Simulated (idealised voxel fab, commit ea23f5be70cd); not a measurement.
The following process module bears the name voxel double patterning.
300 nm wide, 5 nm square cells: that's cross-section cut.
A cross-section is written here as square cells arranged in a grid, and it is given in bands from the top down, each band taking up one or more rows of cells.
Each band's line starts with the height of the band's top and of its bottom, in nm. Then come its materials from left to right, each with its width in nm. One material with "all across" fills the band from edge to edge. "empty" is empty space.
Beneath 0, the wafer as received is one material, and that level is where height counting begins. The lowest band goes on downward without a bottom; it is written like "0 nm and below".
Read "30->40" as a graded width: first number on top, second number at the bottom, same change between each pair of neighbouring rows.
When a step is marked "no change", none of the cells in the cross-section changed during that step.
Empty spaces counting at least 8 cells and having no open way to the top are listed in "Closed voids list". The notation width x height at distance is used for each, the distance being from the left edge and all three values in nm.
Read whatever lies past the settings on a step's line as the simulator's own remark about the step.
Each step line may optionally specify "overlay nm", which for a step with a mask gives the rightward distance between the mask's planned place and where it lay, a negative value indicating the leftward direction.

-- Listed below are the process steps as planned
- 1: RECEIVE, material Si
- 2: CONFORMAL_DEP, material SiO2, thk nm 10
- 3: DIRECTIONAL_DEP, material TiN, thk nm 15
- 4: DIRECTIONAL_DEP, material SiCN, thk nm 5
- 5: DIRECTIONAL_DEP, material aC, thk nm 10
- 6: PATTERN, tone open, mask id FIRST, material resist, width nm 15, pitch nm 50, thk nm 30, overlay nm 0
- 7: DIRECTIONAL_ETCH, etch materials aC, depth nm 10
- 8: STRIP, etch materials resist
- 9: DIRECTIONAL_ETCH, etch materials SiCN, depth nm 5
- 10: STRIP, etch materials aC
- 11: MASKED_ETCH, tone open, mask id SECOND, width nm 15, pitch nm 50, etch materials SiCN, depth nm 5, overlay nm 0
- 12: DIRECTIONAL_ETCH, etch materials TiN, depth nm 15
- 13: STRIP, etch materials SiCN

-- The cross-section here shows the wafer as received, i.e. in its state after step 1
    0 nm and below  Si all across
    Closed voids list: none

-- Starting structure and process plan are as shown above, but one mistake was made in running the module; the wafer cross-section at the end of the module follows
    40 nm to 25 nm  TiN=90, then empty=15, then TiN=10, then empty=15, then TiN=10, then empty=15, then TiN=10, then empty=15, then TiN=10, then empty=15, then TiN=95
    25 nm to 10 nm  TiN all across
    10 nm to 0 nm  SiO2 all across
    0 nm and below  Si all across
    Closed voids list: none
Heads up, the wafer didn't run the way we planned it: step 3, plan: ran twice
